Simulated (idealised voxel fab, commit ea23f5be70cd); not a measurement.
Process module heading - voxel ribs on slabs
260 nm wide, 5 nm square cells: that's cross-section cut.
Cross-section layout: square cells on a grid; listed as bands, top to bottom; a band spans one or more cell rows.
Look at the band entry: it leads with the top's height and the bottom's height in nm. Then it lists the materials left to right, with a width in nm for each. The word "all across" on a single material says that material fills the band edge to edge. The word "blank" is empty space.
Heights are expressed relative to 0, this being the level below which the as-received wafer comprises one material exclusively. The lowest band is unbounded in the downward direction and is denoted as in "0 -> down".
The two numbers in a width such as "30..40" mark its ends across the band: the first belongs to the top row of cells, the second to the bottom row, and from each row to the next the width moves by the same amount.
Where the words "nothing altered" appear for a step, the cross-section shows no cell changed by that step; every cell remained as before.
Empty spaces counting at least 8 cells and having no open way to the top are listed in "Closed void catalog". The notation width x height at distance is used for each, the distance being from the left edge and all three values in nm.
Text after the settings on a step's line: the simulator's own remark on that step.
A step's line can hold "overlay nm"; with a mask on that step, the setting says how far right of the planned place the mask lay, while a negative setting says it lay to the left.
THE PLANNED PROCESS STEPS ARE ENUMERATED HEREUNDER
1) RECEIVE,material Si
2) DIRECTIONAL_DEP,material SiO2,thk nm 20
3) DIRECTIONAL_DEP,material SiN,thk nm 25
4) DIRECTIONAL_DEP,material aC,thk nm 10
5) PATTERN,tone cover,mask id RIB,material resist,width nm 20,thk nm 25,overlay nm 0
6) DIRECTIONAL_ETCH,etch materials aC,depth nm 10
7) STRIP,etch materials resist
8) DIRECTIONAL_ETCH,etch materials SiN,depth nm 5
9) STRIP,etch materials aC
10) MASKED_ETCH,tone cover,mask id SLAB,width nm 60,etch materials SiN,depth nm 20,overlay nm 0
11) FILL_DEP,material SiO2,thk nm 15
12) CMP,height nm 55
13) DIRECTIONAL_DEP,material W,thk nm 5
14) PATTERN,tone cover,mask id HEATER,material resist,width nm 30,thk nm 15,overlay nm 0
15) DIRECTIONAL_ETCH,etch materials W,depth nm 5
16) STRIP,etch materials resist
17) CONFORMAL_DEP,material SiO2,thk nm 10
SHOWN IN CROSS-SECTION IS THE WAFER AS RECEIVED, THAT IS, AS IT STANDS AFTER STEP 1
> 0 -> down | Si all across
> Closed void catalog: none
CROSS-SECTION AT MODULE END, ONE RUN ERROR; START AND PLAN UNCHANGED FROM ABOVE
> 70 -> 65 | 105 blank; 50 SiO2; 105 blank
> 65 -> 60 | SiO2 all across
> 60 -> 55 | 115 SiO2; 30 W; 115 SiO2
> 55 -> 45 | SiO2 all across
> 45 -> 40 | 120 SiO2; 20 SiN; 120 SiO2
> 40 -> 20 | 100 SiO2; 60 SiN; 100 SiO2
> 20 -> 0 | SiN all across
> 0 -> down | Si all across
> Closed void catalog: none
The mistake made against the process plan was this: so step 2 ended up running with a different setting than we planned, it ran as DIRECTIONAL_DEP,material SiN,thk nm 20
